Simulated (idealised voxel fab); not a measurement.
Process module name: voxel self aligned contacts
The cross-section shown here is cut; it is 150 nm wide and divided into square cells measuring 5 nm on a side.
Square cells in a grid make up a cross-section in this document, and the grid is given as bands, listed from the top down, each one or more rows of cells.
Quick guide to a band line: top height, bottom height (nm) up front; then every material left to right with its width in nm. Only one material and it's marked "everywhere"? Then it fills the band edge to edge. And "empty" just means empty space.
Height reference: 0 = level under which incoming wafer is all one material. Lowest band: no bottom, runs on downward, e.g. "top 0, no bottom".
Per-row width for "30..40": begins at first number (top row of band), ends at second number (bottom row), increment between rows held constant.
Given "same as before" for a step, no cell of the cross-section differs between before and after that step.
"Closed internal cavities": empty spaces of 8 cells or more with no open way to the top, each given as width x height at distance, distance from the left edge, all in nm.
after a step's settings: what the simulator itself notes on the step
When a step includes a mask, the "overlay nm" setting on its line states how far to the right of its planned place that mask lay, and negative values state how far to the left.
**The planned process steps are enumerated hereunder**
1) op RECEIVE | material Si
2) op OXIDIZE | depth nm 5
3) op DIRECTIONAL_DEP | material polySi | thk nm 20
4) op DIRECTIONAL_DEP | material SiN | thk nm 20
5) op MASKED_ETCH | tone cover | mask id GATE | width nm 35 | pitch nm 65 | etch materials SiN | depth nm 20 | overlay nm 0
6) op MASKED_ETCH | tone cover | mask id GATE | width nm 35 | pitch nm 65 | etch materials polySi | depth nm 20 | overlay nm 0
7) op CONFORMAL_DEP | material SiN | thk nm 5
8) op DIRECTIONAL_ETCH | etch materials SiN | depth nm 5
9) op FILL_DEP | material SiO2 | thk nm 20
10) op CMP | height nm 50
11) op MASKED_ETCH | tone open | mask id CONTACT | width nm 40 | etch materials SiO2 | depth nm 55 | overlay nm 0
12) op CONFORMAL_DEP | material TiN | thk nm 5
13) op FILL_DEP | material Ru | thk nm 5
14) op CMP | height nm 50
15) op CONFORMAL_DEP | material SiN | thk nm 5
**The first of a set of two wafers, run to plan**
**The cross-section here shows the wafer as received, i.e. in its state after step 1**
- top 0, no bottom  Si everywhere
- Closed internal cavities: none
**Sectional view: wafer, after step 2**
- top 0, bottom -5  SiO2 everywhere
- Anything lower than -5 is untouched.
**Sectional view: wafer, after step 3**
- top 20, bottom 0  polySi everywhere
- Anything lower than 0 is untouched.
**Sectional view: wafer, after step 4**
- top 40, bottom 20  SiN everywhere
- Anything lower than 20 is untouched.
**Sectional view: wafer, after step 5**
- top 40, bottom 20  25 empty; 35 SiN; 30 empty; 35 SiN; 25 empty
- Anything lower than 20 is untouched.
**Sectional view: wafer, after step 6**
- top 40, bottom 20  25 empty; 35 SiN; 30 empty; 35 SiN; 25 empty
- top 20, bottom 0  25 empty; 35 polySi; 30 empty; 35 polySi; 25 empty
- Anything lower than 0 is untouched.
**Sectional view: wafer, after step 7**
- top 45, bottom 20  20 empty; 45 SiN; 20 empty; 45 SiN; 20 empty
- top 20, bottom 5  20 empty; 5 SiN; 35 polySi; 5 SiN; 20 empty; 5 SiN; 35 polySi; 5 SiN; 20 empty
- top 5, bottom 0  25 SiN; 35 polySi; 30 SiN; 35 polySi; 25 SiN
- Anything lower than 0 is untouched.
**Sectional view: wafer, after step 8**
- top 40, bottom 20  20 empty; 45 SiN; 20 empty; 45 SiN; 20 empty
- top 20, bottom 0  20 empty; 5 SiN; 35 polySi; 5 SiN; 20 empty; 5 SiN; 35 polySi; 5 SiN; 20 empty
- Anything lower than 0 is untouched.
**Sectional view: wafer, after step 9**
- top 60, bottom 40  SiO2 everywhere
- top 40, bottom 20  20 SiO2; 45 SiN; 20 SiO2; 45 SiN; 20 SiO2
- top 20, bottom 0  20 SiO2; 5 SiN; 35 polySi; 5 SiN; 20 SiO2; 5 SiN; 35 polySi; 5 SiN; 20 SiO2
- Anything lower than 0 is untouched.
**Sectional view: wafer, after step 10**
- top 50, bottom 40  SiO2 everywhere
- Anything lower than 40 is untouched.
**Sectional view: wafer, after step 11**
- top 50, bottom 40  55 SiO2; 40 empty; 55 SiO2
- top 40, bottom 20  20 SiO2; 45 SiN; 20 empty; 45 SiN; 20 SiO2
- top 20, bottom 0  20 SiO2; 5 SiN; 35 polySi; 5 SiN; 20 empty; 5 SiN; 35 polySi; 5 SiN; 20 SiO2
- top 0, bottom -5  65 SiO2; 20 empty; 65 SiO2
- Anything lower than -5 is untouched.
**Sectional view: wafer, after step 12**
- top 55, bottom 50  60 TiN; 30 empty; 60 TiN
- top 50, bottom 40  55 SiO2; 5..15 TiN; 30..10 empty; 5..15 TiN; 55 SiO2
- top 40, bottom 20  20 SiO2; 45 SiN; 5 TiN; 10 empty; 5 TiN; 45 SiN; 20 SiO2
- top 20, bottom 0  20 SiO2; 5 SiN; 35 polySi; 5 SiN; 5 TiN; 10 empty; 5 TiN; 5 SiN; 35 polySi; 5 SiN; 20 SiO2
- top 0, bottom -5  65 SiO2; 20 TiN; 65 SiO2
- Anything lower than -5 is untouched.
**Sectional view: wafer, after step 13**
- top 60, bottom 55  Ru everywhere
- top 55, bottom 50  60 TiN; 30 Ru; 60 TiN
- top 50, bottom 40  55 SiO2; 5..15 TiN; 30..10 Ru; 5..15 TiN; 55 SiO2
- top 40, bottom 20  20 SiO2; 45 SiN; 5 TiN; 10 Ru; 5 TiN; 45 SiN; 20 SiO2
- top 20, bottom 0  20 SiO2; 5 SiN; 35 polySi; 5 SiN; 5 TiN; 10 Ru; 5 TiN; 5 SiN; 35 polySi; 5 SiN; 20 SiO2
- Anything lower than 0 is untouched.
**Sectional view: wafer, after step 14**
- top 50, bottom 40  55 SiO2; 5..15 TiN; 30..10 Ru; 5..15 TiN; 55 SiO2
- Anything lower than 40 is untouched.
**Sectional view: wafer, after step 15**
- top 55, bottom 50  SiN everywhere
- Anything lower than 50 is untouched.
**Wafer two of two - same starting point, same process plan, one mistake in execution; matches wafer one up to and including step 6**
**Look at the second wafer in cross-section at the time step 7 ought to have finished**
- top 35, bottom 20  25 empty; 35 SiN; 30 empty; 35 SiN; 25 empty
- Anything lower than 20 is untouched.
**Look at the second wafer in cross-section at the time step 8 ought to have finished**
- top 40, bottom 20  20 empty; 45 SiN; 20 empty; 45 SiN; 20 empty
- top 20, bottom 5  20 empty; 5 SiN; 35 polySi; 5 SiN; 20 empty; 5 SiN; 35 polySi; 5 SiN; 20 empty
- top 5, bottom 0  25 SiN; 35 polySi; 30 SiN; 35 polySi; 25 SiN
- Anything lower than 0 is untouched.
**Look at the second wafer in cross-section at the time step 9 ought to have finished**
- top 60, bottom 40  SiO2 everywhere
- top 40, bottom 20  20 SiO2; 45 SiN; 20 SiO2; 45 SiN; 20 SiO2
- top 20, bottom 5  20 SiO2; 5 SiN; 35 polySi; 5 SiN; 20 SiO2; 5 SiN; 35 polySi; 5 SiN; 20 SiO2
- Anything lower than 5 is untouched.
**Look at the second wafer in cross-section at the time step 10 ought to have finished**
- top 50, bottom 40  SiO2 everywhere
- Anything lower than 40 is untouched.
**Look at the second wafer in cross-section at the time step 11 ought to have finished**
- top 50, bottom 40  55 SiO2; 40 empty; 55 SiO2
- top 40, bottom 20  20 SiO2; 45 SiN; 20 empty; 45 SiN; 20 SiO2
- top 20, bottom 5  20 SiO2; 5 SiN; 35 polySi; 5 SiN; 20 empty; 5 SiN; 35 polySi; 5 SiN; 20 SiO2
- Anything lower than 5 is untouched.
**Look at the second wafer in cross-section at the time step 12 ought to have finished**
- top 55, bottom 50  60 TiN; 30 empty; 60 TiN
- top 50, bottom 40  55 SiO2; 5..15 TiN; 30..10 empty; 5..15 TiN; 55 SiO2
- top 40, bottom 20  20 SiO2; 45 SiN; 5 TiN; 10 empty; 5 TiN; 45 SiN; 20 SiO2
- top 20, bottom 10  20 SiO2; 5 SiN; 35 polySi; 5 SiN; 5 TiN; 10 empty; 5 TiN; 5 SiN; 35 polySi; 5 SiN; 20 SiO2
- top 10, bottom 5  20 SiO2; 5 SiN; 35 polySi; 5 SiN; 20 TiN; 5 SiN; 35 polySi; 5 SiN; 20 SiO2
- Anything lower than 5 is untouched.
**Look at the second wafer in cross-section at the time step 13 ought to have finished**
- top 60, bottom 55  Ru everywhere
- top 55, bottom 50  60 TiN; 30 Ru; 60 TiN
- top 50, bottom 40  55 SiO2; 5..15 TiN; 30..10 Ru; 5..15 TiN; 55 SiO2
- top 40, bottom 20  20 SiO2; 45 SiN; 5 TiN; 10 Ru; 5 TiN; 45 SiN; 20 SiO2
- top 20, bottom 10  20 SiO2; 5 SiN; 35 polySi; 5 SiN; 5 TiN; 10 Ru; 5 TiN; 5 SiN; 35 polySi; 5 SiN; 20 SiO2
- Anything lower than 10 is untouched.
**Look at the second wafer in cross-section at the time step 14 ought to have finished**
- top 50, bottom 40  55 SiO2; 5..15 TiN; 30..10 Ru; 5..15 TiN; 55 SiO2
- Anything lower than 40 is untouched.
**Look at the second wafer in cross-section at the time step 15 ought to have finished**
- top 55, bottom 50  SiN everywhere
- Anything lower than 50 is untouched.
It is concluded that the wafer was processed incorrectly with respect to the plan, in that the processing plan was not followed for steps 7 and 8, which were run with their positions exchanged
Final comparison by cell count, materials where the second wafer has more or fewer than the first: Ru: 4 fewer | SiN: 12 more | SiO2: 4 fewer | TiN: 4 fewer
